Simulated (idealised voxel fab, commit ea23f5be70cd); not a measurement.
This section sets out a process module, namely voxel capacitor over wiring.
Shown is cross-section cut, with a width of 260 nm and square cells of size 5 nm.
Each cross-section below is a grid of square cells, stated as bands in top-down order, with one or more rows of cells making up each band. First you get the band's top height and its bottom height, in nm, and then the materials it's made of, left to right, with each width in nm. If you see a single material with "throughout", that one covers the band edge to edge. "air" is empty space. Note: height 0 marks the level under which the wafer is uniformly one material as received. Lowest band unbounded below, written "0 and below". Top row gets the first number, bottom row gets the second, and each row in between changes by the same step: that is how a band width like "30..40" works. You'll sometimes find "no alterations made" written for a step, and that's the way of saying that nowhere in the cross-section did a cell change during that step. Closed-off voids of 8+ cells (no open route to the top) go in "Closed void list", written width x height at distance from the left edge, in nm. after a step's settings: what the simulator itself notes on the step. A step line may carry the setting "overlay nm", which, for steps involving a mask, states the distance by which the mask lay to the right of its intended position; negative values denote displacement to the left.

[Steps planned for the process]
1 RECEIVE [material Si]
2 CONFORMAL_DEP [material SiO2] [thk nm 10]
3 CONFORMAL_DEP [material SiN] [thk nm 5]
4 DIRECTIONAL_DEP [material SiO2] [thk nm 20]
5 MASKED_ETCH [tone open] [mask id METAL_1] [width nm 25] [pitch nm 75] [etch materials SiO2] [depth nm 20] [overlay nm 0]
6 MASKED_ETCH [tone open] [mask id METAL_1] [width nm 25] [pitch nm 75] [etch materials SiN] [depth nm 5] [overlay nm 0]
7 CONFORMAL_DEP [material TiN] [thk nm 5]
8 FILL_DEP [material Cu] [thk nm 5]
9 CMP [height nm 35]
10 CONFORMAL_DEP [material SiCN] [thk nm 5]
11 DIRECTIONAL_DEP [material SiO2] [thk nm 20]
12 DIRECTIONAL_DEP [material aC] [thk nm 10]
13 PATTERN [tone open] [mask id PLUG_1] [material resist] [width nm 15] [thk nm 25] [overlay nm 0]
14 DIRECTIONAL_ETCH [etch materials aC] [depth nm 10]
15 STRIP [etch materials resist]
16 DIRECTIONAL_ETCH [etch materials SiO2] [depth nm 20]
17 DIRECTIONAL_ETCH [etch materials SiCN] [depth nm 5]
18 STRIP [etch materials aC]
19 EPI [material Ru] [thk nm 10]
20 EPI [material Ru] [thk nm 10]
21 EPI [material Ru] [thk nm 5]
22 DIRECTIONAL_DEP [material TiN] [thk nm 5]
23 DIRECTIONAL_DEP [material HfO2] [thk nm 5]
24 DIRECTIONAL_DEP [material TiN] [thk nm 5]
25 PATTERN [tone cover] [mask id UPPER_PLATE] [material resist] [width nm 55] [thk nm 20] [overlay nm 0]
26 DIRECTIONAL_ETCH [etch materials TiN] [depth nm 5]
27 DIRECTIONAL_ETCH [etch materials HfO2] [depth nm 5]
28 STRIP [etch materials resist]
29 PATTERN [tone cover] [mask id LOWER_PLATE] [material resist] [width nm 65] [thk nm 20] [overlay nm 0]
30 DIRECTIONAL_ETCH [etch materials TiN] [depth nm 5]
31 STRIP [etch materials resist]
32 FILL_DEP [material SiO2] [thk nm 20]
33 CMP [height nm 90]
34 DIRECTIONAL_DEP [material aC] [thk nm 15]
35 PATTERN [tone open] [mask id PLUG_2] [material resist] [width nm 15] [thk nm 35] [overlay nm 0]
36 DIRECTIONAL_ETCH [etch materials aC] [depth nm 15]
37 STRIP [etch materials resist]
38 DIRECTIONAL_ETCH [etch materials SiO2] [depth nm 15]
39 STRIP [etch materials aC]
40 CONFORMAL_DEP [material TiN] [thk nm 5]
41 FILL_DEP [material Ru] [thk nm 5]
42 CMP [height nm 90]
43 CONFORMAL_DEP [material SiCN] [thk nm 5]

[Account of the first of two wafers, which was processed as intended]

[Cross-section of the incoming wafer, state after step 1]
    0 and below | Si throughout
    Closed void list: none

[Cross-section of the wafer after step 2]
    10 down to 0 | SiO2 throughout
    Lower than 0, everything is as it was.

[Cross-section of the wafer after step 3]
    15 down to 10 | SiN throughout
    Lower than 10, everything is as it was.

[Cross-section of the wafer after step 4]
    35 down to 15 | SiO2 throughout
    Lower than 15, everything is as it was.

[Cross-section of the wafer after step 5]
    35 down to 15 | 80 nm SiO2, 25 nm air, 50 nm SiO2, 25 nm air, 80 nm SiO2
    Lower than 15, everything is as it was.

[Cross-section of the wafer after step 6]
    35 down to 15 | 80 nm SiO2, 25 nm air, 50 nm SiO2, 25 nm air, 80 nm SiO2
    15 down to 10 | 80 nm SiN, 25 nm air, 50 nm SiN, 25 nm air, 80 nm SiN
    Lower than 10, everything is as it was.

[Cross-section of the wafer after step 7]
    40 down to 35 | 85 nm TiN, 15 nm air, 60 nm TiN, 15 nm air, 85 nm TiN
    35 down to 15 | 80 nm SiO2, 5 nm TiN, 15 nm air, 5 nm TiN, 50 nm SiO2, 5 nm TiN, 15 nm air, 5 nm TiN, 80 nm SiO2
    15 down to 10 | 80 nm SiN, 25 nm TiN, 50 nm SiN, 25 nm TiN, 80 nm SiN
    Lower than 10, everything is as it was.

[Cross-section of the wafer after step 8]
    45 down to 40 | Cu throughout
    40 down to 35 | 85 nm TiN, 15 nm Cu, 60 nm TiN, 15 nm Cu, 85 nm TiN
    35 down to 15 | 80 nm SiO2, 5 nm TiN, 15 nm Cu, 5 nm TiN, 50 nm SiO2, 5 nm TiN, 15 nm Cu, 5 nm TiN, 80 nm SiO2
    Lower than 15, everything is as it was.

[Cross-section of the wafer after step 9]
    35 down to 15 | 80 nm SiO2, 5 nm TiN, 15 nm Cu, 5 nm TiN, 50 nm SiO2, 5 nm TiN, 15 nm Cu, 5 nm TiN, 80 nm SiO2
    Lower than 15, everything is as it was.

[Cross-section of the wafer after step 10]
    40 down to 35 | SiCN throughout
    Lower than 35, everything is as it was.

[Cross-section of the wafer after step 11]
    60 down to 40 | SiO2 throughout
    Lower than 40, everything is as it was.

[Cross-section of the wafer after step 12]
    70 down to 60 | aC throughout
    Lower than 60, everything is as it was.

[Cross-section of the wafer after step 13]
    95 down to 70 | 90 nm resist, 15 nm air, 155 nm resist
    Lower than 70, everything is as it was.

[Cross-section of the wafer after step 14]
    85 down to 70 | 90 nm resist, 15 nm air, 155 nm resist
    70 down to 60 | 90 nm aC, 15 nm air, 155 nm aC
    Lower than 60, everything is as it was.

[Cross-section of the wafer after step 15]
    70 down to 60 | 90 nm aC, 15 nm air, 155 nm aC
    Lower than 60, everything is as it was.

[Cross-section of the wafer after step 16]
    70 down to 60 | 90 nm aC, 15 nm air, 155 nm aC
    60 down to 40 | 90 nm SiO2, 15 nm air, 155 nm SiO2
    Lower than 40, everything is as it was.

[Cross-section of the wafer after step 17]
    70 down to 60 | 90 nm aC, 15 nm air, 155 nm aC
    60 down to 40 | 90 nm SiO2, 15 nm air, 155 nm SiO2
    40 down to 35 | 90 nm SiCN, 15 nm air, 155 nm SiCN
    Lower than 35, everything is as it was.

[Cross-section of the wafer after step 18]
    60 down to 40 | 90 nm SiO2, 15 nm air, 155 nm SiO2
    Lower than 40, everything is as it was.

[Cross-section of the wafer after step 19]
    60 down to 45 | 90 nm SiO2, 15 nm air, 155 nm SiO2
    45 down to 40 | 90 nm SiO2, 15 nm Ru, 155 nm SiO2
    40 down to 35 | 90 nm SiCN, 15 nm Ru, 155 nm SiCN
    Lower than 35, everything is as it was.

[Cross-section of the wafer after step 20]
    60 down to 55 | 90 nm SiO2, 15 nm air, 155 nm SiO2
    55 down to 40 | 90 nm SiO2, 15 nm Ru, 155 nm SiO2
    Lower than 40, everything is as it was.

[Cross-section of the wafer after step 21]
    60 down to 40 | 90 nm SiO2, 15 nm Ru, 155 nm SiO2
    Lower than 40, everything is as it was.

[Cross-section of the wafer after step 22]
    65 down to 60 | TiN throughout
    Lower than 60, everything is as it was.

[Cross-section of the wafer after step 23]
    70 down to 65 | HfO2 throughout
    Lower than 65, everything is as it was.

[Cross-section of the wafer after step 24]
    75 down to 70 | TiN throughout
    Lower than 70, everything is as it was.

[Cross-section of the wafer after step 25]
    95 down to 75 | 90 nm air, 55 nm resist, 115 nm air
    Lower than 75, everything is as it was.

[Cross-section of the wafer after step 26]
    95 down to 75 | 90 nm air, 55 nm resist, 115 nm air
    75 down to 70 | 90 nm air, 55 nm TiN, 115 nm air
    Lower than 70, everything is as it was.

[Cross-section of the wafer after step 27]
    95 down to 75 | 90 nm air, 55 nm resist, 115 nm air
    75 down to 70 | 90 nm air, 55 nm TiN, 115 nm air
    70 down to 65 | 90 nm air, 55 nm HfO2, 115 nm air
    Lower than 65, everything is as it was.

[Cross-section of the wafer after step 28]
    75 down to 70 | 90 nm air, 55 nm TiN, 115 nm air
    Lower than 70, everything is as it was.

[Cross-section of the wafer after step 29]
    95 down to 75 | 85 nm air, 65 nm resist, 110 nm air
    75 down to 70 | 85 nm air, 5 nm resist, 55 nm TiN, 5 nm resist, 110 nm air
    70 down to 65 | 85 nm air, 5 nm resist, 55 nm HfO2, 5 nm resist, 110 nm air
    Lower than 65, everything is as it was.

[Cross-section of the wafer after step 30]
    95 down to 75 | 85 nm air, 65 nm resist, 110 nm air
    75 down to 70 | 85 nm air, 5 nm resist, 55 nm TiN, 5 nm resist, 110 nm air
    70 down to 65 | 85 nm air, 5 nm resist, 55 nm HfO2, 5 nm resist, 110 nm air
    65 down to 60 | 85 nm air, 65 nm TiN, 110 nm air
    Lower than 60, everything is as it was.

[Cross-section of the wafer after step 31]
    75 down to 70 | 90 nm air, 55 nm TiN, 115 nm air
    70 down to 65 | 90 nm air, 55 nm HfO2, 115 nm air
    Lower than 65, everything is as it was.

[Cross-section of the wafer after step 32]
    95 down to 75 | SiO2 throughout
    75 down to 70 | 90 nm SiO2, 55 nm TiN, 115 nm SiO2
    70 down to 65 | 90 nm SiO2, 55 nm HfO2, 115 nm SiO2
    65 down to 60 | 85 nm SiO2, 65 nm TiN, 110 nm SiO2
    Lower than 60, everything is as it was.

[Cross-section of the wafer after step 33]
    90 down to 75 | SiO2 throughout
    Lower than 75, everything is as it was.

[Cross-section of the wafer after step 34]
    105 down to 90 | aC throughout
    Lower than 90, everything is as it was.

[Cross-section of the wafer after step 35]
    140 down to 105 | 100 nm resist, 15 nm air, 145 nm resist
    Lower than 105, everything is as it was.

[Cross-section of the wafer after step 36]
    125 down to 105 | 100 nm resist, 15 nm air, 145 nm resist
    105 down to 90 | 100 nm aC, 15 nm air, 145 nm aC
    Lower than 90, everything is as it was.

[Cross-section of the wafer after step 37]
    105 down to 90 | 100 nm aC, 15 nm air, 145 nm aC
    Lower than 90, everything is as it was.

[Cross-section of the wafer after step 38]
    105 down to 90 | 100 nm aC, 15 nm air, 145 nm aC
    90 down to 75 | 100 nm SiO2, 15 nm air, 145 nm SiO2
    Lower than 75, everything is as it was.

[Cross-section of the wafer after step 39]
    90 down to 75 | 100 nm SiO2, 15 nm air, 145 nm SiO2
    Lower than 75, everything is as it was.

[Cross-section of the wafer after step 40]
    95 down to 90 | 105 nm TiN, 5 nm air, 150 nm TiN
    90 down to 80 | 100 nm SiO2, 5 nm TiN, 5 nm air, 5 nm TiN, 145 nm SiO2
    80 down to 70 | 100..90 nm SiO2, 15..55 nm TiN, 145..115 nm SiO2
    Lower than 70, everything is as it was.

[Cross-section of the wafer after step 41]
    100 down to 95 | Ru throughout
    95 down to 90 | 105 nm TiN, 5 nm Ru, 150 nm TiN
    90 down to 80 | 100 nm SiO2, 5 nm TiN, 5 nm Ru, 5 nm TiN, 145 nm SiO2
    Lower than 80, everything is as it was.

[Cross-section of the wafer after step 42]
    90 down to 80 | 100 nm SiO2, 5 nm TiN, 5 nm Ru, 5 nm TiN, 145 nm SiO2
    Lower than 80, everything is as it was.

[Cross-section of the wafer after step 43]
    95 down to 90 | SiCN throughout
    Lower than 90, everything is as it was.

[Notes, second wafer: start = first wafer's, plan = first wafer's, execution had one mistake; history identical to first through step 28]

[Second wafer, section view, time point: scheduled end of step 29]
    95 down to 75 | 90 nm air, 60 nm resist, 110 nm air
    75 down to 70 | 90 nm air, 55 nm TiN, 5 nm resist, 110 nm air
    70 down to 65 | 90 nm air, 55 nm HfO2, 5 nm resist, 110 nm air
    Lower than 65, everything is as it was.

[Second wafer, section view, time point: scheduled end of step 30]
    95 down to 75 | 90 nm air, 60 nm resist, 110 nm air
    75 down to 70 | 90 nm air, 55 nm TiN, 5 nm resist, 110 nm air
    70 down to 65 | 90 nm air, 55 nm HfO2, 5 nm resist, 110 nm air
    65 down to 60 | 90 nm air, 60 nm TiN, 110 nm air
    Lower than 60, everything is as it was.

[Second wafer, section view, time point: scheduled end of step 31]
    75 down to 70 | 90 nm air, 55 nm TiN, 115 nm air
    70 down to 65 | 90 nm air, 55 nm HfO2, 115 nm air
    Lower than 65, everything is as it was.

[Second wafer, section view, time point: scheduled end of step 32]
    95 down to 75 | SiO2 throughout
    75 down to 70 | 90 nm SiO2, 55 nm TiN, 115 nm SiO2
    70 down to 65 | 90 nm SiO2, 55 nm HfO2, 115 nm SiO2
    65 down to 60 | 90 nm SiO2, 60 nm TiN, 110 nm SiO2
    Lower than 60, everything is as it was.

[Second wafer, section view, time point: scheduled end of step 33]
    90 down to 75 | SiO2 throughout
    Lower than 75, everything is as it was.

[Second wafer, section view, time point: scheduled end of step 34]
    105 down to 90 | aC throughout
    Lower than 90, everything is as it was.

[Second wafer, section view, time point: scheduled end of step 35]
    140 down to 105 | 100 nm resist, 15 nm air, 145 nm resist
    Lower than 105, everything is as it was.

[Second wafer, section view, time point: scheduled end of step 36]
    125 down to 105 | 100 nm resist, 15 nm air, 145 nm resist
    105 down to 90 | 100 nm aC, 15 nm air, 145 nm aC
    Lower than 90, everything is as it was.

[Second wafer, section view, time point: scheduled end of step 37]
    105 down to 90 | 100 nm aC, 15 nm air, 145 nm aC
    Lower than 90, everything is as it was.

[Second wafer, section view, time point: scheduled end of step 38]
    105 down to 90 | 100 nm aC, 15 nm air, 145 nm aC
    90 down to 75 | 100 nm SiO2, 15 nm air, 145 nm SiO2
    Lower than 75, everything is as it was.

[Second wafer, section view, time point: scheduled end of step 39]
    90 down to 75 | 100 nm SiO2, 15 nm air, 145 nm SiO2
    Lower than 75, everything is as it was.

[Second wafer, section view, time point: scheduled end of step 40]
    95 down to 90 | 105 nm TiN, 5 nm air, 150 nm TiN
    90 down to 80 | 100 nm SiO2, 5 nm TiN, 5 nm air, 5 nm TiN, 145 nm SiO2
    80 down to 70 | 100..90 nm SiO2, 15..55 nm TiN, 145..115 nm SiO2
    Lower than 70, everything is as it was.

[Second wafer, section view, time point: scheduled end of step 41]
    100 down to 95 | Ru throughout
    95 down to 90 | 105 nm TiN, 5 nm Ru, 150 nm TiN
    90 down to 80 | 100 nm SiO2, 5 nm TiN, 5 nm Ru, 5 nm TiN, 145 nm SiO2
    Lower than 80, everything is as it was.

[Second wafer, section view, time point: scheduled end of step 42]
    90 down to 80 | 100 nm SiO2, 5 nm TiN, 5 nm Ru, 5 nm TiN, 145 nm SiO2
    Lower than 80, everything is as it was.

[Second wafer, section view, time point: scheduled end of step 43]
    95 down to 90 | SiCN throughout
    Lower than 90, everything is as it was.
Against the plan, the run slipped here: step 29 did not use the planned setting and instead ran as PATTERN [tone cover] [mask id LOWER_PLATE] [material resist] [width nm 60] [thk nm 20] [overlay nm 0]
Materials where the second wafer ends with more or fewer cells than the first: SiO2: 1 more; TiN: 1 fewer
